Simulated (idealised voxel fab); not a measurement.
process module | voxel ribs on slabs
cross-section cut | 230 nm wide | cells 5 nm
A cross-section is a grid of square cells, given in bands from the top down. A band is one or more rows of cells.
Each band's line starts with the height of the band's top and of its bottom, in nm. Then come its materials from left to right, each with its width in nm. One material with "throughout" fills the band from edge to edge. "air" is empty space.
Height 0 is the level under which the wafer as received is all one material. The lowest band goes on downwards, as in "0 down".
A width such as "30 to 40" changes by the same amount from each row of cells to the next, from the band's top row to its bottom row.
"no change" after a step means that no cell of the cross-section changed.
closed voids: empty space of 8 cells or more with no open way to the top, each as width x height at its distance from the left edge, in nm
after a step's settings: what the simulator itself notes on the step
overlay nm, on a step with a mask: how far to the right of its planned place the mask lay; to the left if negative
plan
1 op RECEIVE | material Si
2 op DIRECTIONAL_DEP | material SiO2 | thk nm 15
3 op DIRECTIONAL_DEP | material polySi | thk nm 15
4 op PATTERN | tone cover | mask id RIB | material resist | width nm 25 | thk nm 15 | overlay nm 0
5 op DIRECTIONAL_ETCH | etch materials polySi | depth nm 10
6 op STRIP | etch materials resist
7 op DIRECTIONAL_DEP | material aC | thk nm 15
8 op PATTERN | tone cover | mask id SLAB | material resist | width nm 85 | thk nm 30 | overlay nm 0
9 op DIRECTIONAL_ETCH | etch materials aC | depth nm 15
10 op STRIP | etch materials resist
11 op DIRECTIONAL_ETCH | etch materials polySi | depth nm 5
12 op STRIP | etch materials aC
13 op FILL_DEP | material SiO2 | thk nm 20
14 op CMP | height nm 50
15 op DIRECTIONAL_DEP | material TiN | thk nm 10
16 op PATTERN | tone cover | mask id HEATER | material resist | width nm 35 | thk nm 15 | overlay nm 0
17 op DIRECTIONAL_ETCH | etch materials TiN | depth nm 10
18 op STRIP | etch materials resist
19 op CONFORMAL_DEP | material SiN | thk nm 10
varied across the wafers: thk nm of step 2. The plan shows the first wafer's value. All wafers start alike
first wafer as received, after step 1
  0 down: Si throughout
  closed voids: none
first wafer at the end, after step 19
  70 to 60: air 85 | SiN 55 | air 90
  60 to 50: SiN 95 | TiN 35 | SiN 100
  50 to 30: SiO2 throughout
  30 to 20: SiO2 100 | polySi 25 | SiO2 105
  20 to 15: SiO2 70 | polySi 85 | SiO2 75
  15 to 0: SiO2 throughout
  0 down: Si throughout
  closed voids: none
last wafer at the end
  70 to 60: air 85 | SiN 55 | air 90
  60 to 50: SiN 95 | TiN 35 | SiN 100
  50 to 40: SiO2 100 to 70 | polySi 25 to 85 | SiO2 105 to 75
  40 to 0: SiO2 throughout
  0 down: Si throughout
  closed voids: none
each wafer at the end: cells of each material gained (+) or lost (-) since it was received, then its closed voids
thk nm 15 | +100 SiN | +433 SiO2 | +14 TiN | +27 polySi | closed voids: none
thk nm 20 | +100 SiN | +433 SiO2 | +14 TiN | +27 polySi | closed voids: none
thk nm 25 | +100 SiN | +433 SiO2 | +14 TiN | +27 polySi | closed voids: none
thk nm 30 | +100 SiN | +433 SiO2 | +14 TiN | +27 polySi | closed voids: none
thk nm 35 | +100 SiN | +433 SiO2 | +14 TiN | +27 polySi | closed voids: none
thk nm 40 | +100 SiN | +438 SiO2 | +14 TiN | +22 polySi | closed voids: none
